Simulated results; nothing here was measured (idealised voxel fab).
process module | voxel self aligned vias
cross-section cut | 270 nm wide | cells 5 nm
A cross-section is a grid of square cells, given in bands from the top down. A band is one or more rows of cells.
Each band's line starts with the height of the band's top and of its bottom, in nm. Then come its materials from left to right, each with its width in nm. One material with "throughout" fills the band from edge to edge. "air" is empty space.
Height 0 is the level under which the wafer as received is all one material. The lowest band goes on downwards, as in "0 down".
A width such as "30 to 40" changes by the same amount from each row of cells to the next, from the band's top row to its bottom row.
"no change" after a step means that no cell of the cross-section changed.
closed voids: empty space of 8 cells or more with no open way to the top, each as width x height at its distance from the left edge, in nm
after a step's settings: what the simulator itself notes on the step
overlay nm, on a step with a mask: how far to the right of its planned place the mask lay; to the left if negative
plan
1 op RECEIVE | material Si
2 op CONFORMAL_DEP | material SiO2 | thk nm 10
3 op CONFORMAL_DEP | material SiCN | thk nm 5
4 op DIRECTIONAL_DEP | material lowk | thk nm 20
5 op MASKED_ETCH | tone open | mask id LINES | width nm 20 | pitch nm 70 | etch materials lowk | depth nm 20 | overlay nm -15
6 op CONFORMAL_DEP | material TiN | thk nm 5
7 op FILL_DEP | material Ru | thk nm 10
8 op CMP | height nm 35
9 op SELECTIVE_ETCH | etch materials W Ru TiN | depth nm 5
10 op FILL_DEP | material SiN | thk nm 5
11 op CMP | height nm 35
12 op DIRECTIONAL_DEP | material lowk | thk nm 20
13 op DIRECTIONAL_DEP | material aC | thk nm 15
14 op PATTERN | tone open | mask id VIAS | material resist | width nm 40 | pitch nm 70 | thk nm 30 | overlay nm 0
15 op DIRECTIONAL_ETCH | etch materials aC | depth nm 15
16 op STRIP | etch materials resist
17 op DIRECTIONAL_ETCH | etch materials lowk | depth nm 20
18 op DIRECTIONAL_ETCH | etch materials SiN | depth nm 5
19 op STRIP | etch materials aC
20 op CONFORMAL_DEP | material TiN | thk nm 5
21 op FILL_DEP | material Ru | thk nm 10
22 op CMP | height nm 55
23 op CONFORMAL_DEP | material SiCN | thk nm 5
varied across the wafers: overlay nm of step 5. The plan shows the first wafer's value. All wafers start alike
first wafer as received, after step 1
  0 down: Si throughout
  closed voids: none
first wafer at the end, after step 23
  60 to 55: SiCN throughout
  55 to 40: lowk 80 | TiN 5 | Ru 30 | TiN 5 | lowk 30 | TiN 5 | Ru 30 | TiN 5 | lowk 80
  40 to 35: lowk 80 | TiN 5 | Ru 5 | TiN 30 | lowk 30 | TiN 5 | Ru 5 | TiN 30 | lowk 80
  35 to 30: lowk 75 | SiN 5 | TiN 15 | lowk 50 | SiN 5 | TiN 15 | lowk 105
  30 to 20: lowk 75 | TiN 5 | Ru 10 | TiN 5 | lowk 50 | TiN 5 | Ru 10 | TiN 5 | lowk 105
  20 to 15: lowk 75 | TiN 20 | lowk 50 | TiN 20 | lowk 105
  15 to 10: SiCN throughout
  10 to 0: SiO2 throughout
  0 down: Si throughout
  closed voids: none
last wafer at the end
  60 to 55: SiCN throughout
  55 to 40: lowk 80 | TiN 5 | Ru 30 | TiN 5 | lowk 30 | TiN 5 | Ru 30 | TiN 5 | lowk 80
  40 to 35: lowk 80 | TiN 30 | Ru 5 | TiN 5 | lowk 30 | TiN 30 | Ru 5 | TiN 5 | lowk 80
  35 to 30: lowk 105 | TiN 15 | SiN 5 | lowk 50 | TiN 15 | SiN 5 | lowk 75
  30 to 20: lowk 105 | TiN 5 | Ru 10 | TiN 5 | lowk 50 | TiN 5 | Ru 10 | TiN 5 | lowk 75
  20 to 15: lowk 105 | TiN 20 | lowk 50 | TiN 20 | lowk 75
  15 to 10: SiCN throughout
  10 to 0: SiO2 throughout
  0 down: Si throughout
  closed voids: none
each wafer at the end: cells of each material gained (+) or lost (-) since it was received, then its closed voids
overlay nm -15 | +46 Ru | +108 SiCN | +2 SiN | +108 SiO2 | +48 TiN | +336 lowk | closed voids: none
overlay nm -10 | +48 Ru | +108 SiCN | +108 SiO2 | +48 TiN | +336 lowk | closed voids: none
overlay nm -5 | +48 Ru | +108 SiCN | +108 SiO2 | +48 TiN | +336 lowk | closed voids: none
overlay nm 0 | +48 Ru | +108 SiCN | +108 SiO2 | +48 TiN | +336 lowk | closed voids: none
overlay nm 5 | +48 Ru | +108 SiCN | +108 SiO2 | +48 TiN | +336 lowk | closed voids: none
overlay nm 10 | +48 Ru | +108 SiCN | +108 SiO2 | +48 TiN | +336 lowk | closed voids: none
overlay nm 15 | +46 Ru | +108 SiCN | +2 SiN | +108 SiO2 | +48 TiN | +336 lowk | closed voids: none
